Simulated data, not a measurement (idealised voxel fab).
Herein follows the process module entitled voxel air gaps.
For reference, the cross-section in this document is cut, with width 275 nm and square cells of 5 nm.
A cross-section is written here as square cells arranged in a grid, and it is given in bands from the top down, each band taking up one or more rows of cells.
It is stipulated that each band's entry specify, in nanometres, the height of the top of the band and then that of its bottom, followed by the materials of the band in left-to-right sequence, each together with its width in nanometres. A single material marked by the word "full width" is understood to fill the band from edge to edge; the word "blank" is understood to denote empty space.
All heights in this document are referenced to 0, defined as the level beneath which the wafer, as received, consists entirely of one material. The lowest band is not bounded below; it extends indefinitely downward and is written in the form "0 -> down".
Read "30->40" as a graded width: first number on top, second number at the bottom, same change between each pair of neighbouring rows.
For the purposes of this document, the phrase "remains unaltered" attached to a step denotes that no cell within the cross-section was modified by that step.
"Enclosed void list" contains a list of empty spaces, each no smaller than 8 cells and without an open way to the top, written in the form width x height at distance with the distance from the left edge and all three in nm.
That trailing text on a step's line, after the settings, is the simulator's own remark on the step.
Steps that use a mask can have "overlay nm" on their line. It says how far the mask sat to the right of where it was meant to be. Negative means to the left.
[So here's the lineup of process steps we planned]
- 1: op RECEIVE | material Si
- 2: op CONFORMAL_DEP | material SiO2 | thk nm 10
- 3: op CONFORMAL_DEP | material SiCN | thk nm 5
- 4: op DIRECTIONAL_DEP | material SiO2 | thk nm 35
- 5: op MASKED_ETCH | tone open | mask id LINES | width nm 20 | pitch nm 45 | etch materials SiO2 | depth nm 35 | overlay nm 0
- 6: op CONFORMAL_DEP | material TiN | thk nm 5
- 7: op FILL_DEP | material Ru | thk nm 5
- 8: op CMP | height nm 50
- 9: op EPI | material Ru | thk nm 10
- 10: op SELECTIVE_ETCH | etch materials SiO2 | depth nm 45
- 11: op CONFORMAL_DEP | material SiCN | thk nm 5
[Incoming wafer in cross-section (state: after step 1)]
  0 -> down = Si full width
  Enclosed void list: none
[Module complete, cross-section. Starting point and plan per above. One mistake made in running the module]
  65 -> 60 = 65 nm blank | 140 nm SiCN | 70 nm blank
  60 -> 50 = 65 nm blank | 5 nm SiCN | 40 nm Ru | 5 nm SiCN | 40 nm Ru | 5 nm SiCN | 40 nm Ru | 5 nm SiCN | 70 nm blank
  50 -> 20 = 65 nm blank | 5 nm SiCN | 10 nm Ru | 5 nm TiN | 10 nm Ru | 5 nm TiN | 10 nm Ru | 5 nm SiCN | 10 nm Ru | 5 nm TiN | 10 nm Ru | 5 nm TiN | 10 nm Ru | 5 nm SiCN | 10 nm Ru | 5 nm TiN | 10 nm Ru | 5 nm TiN | 10 nm Ru | 5 nm SiCN | 70 nm blank
  20 -> 15 = 70 nm SiCN | 10 nm Ru | 20 nm TiN | 10 nm Ru | 5 nm SiCN | 10 nm Ru | 20 nm TiN | 10 nm Ru | 5 nm SiCN | 10 nm Ru | 20 nm TiN | 10 nm Ru | 75 nm SiCN
  15 -> 10 = SiCN full width
  10 -> 0 = SiO2 full width
  0 -> down = Si full width
  Enclosed void list: none
What went wrong in running the wafer? steps 9 and 10 were swapped
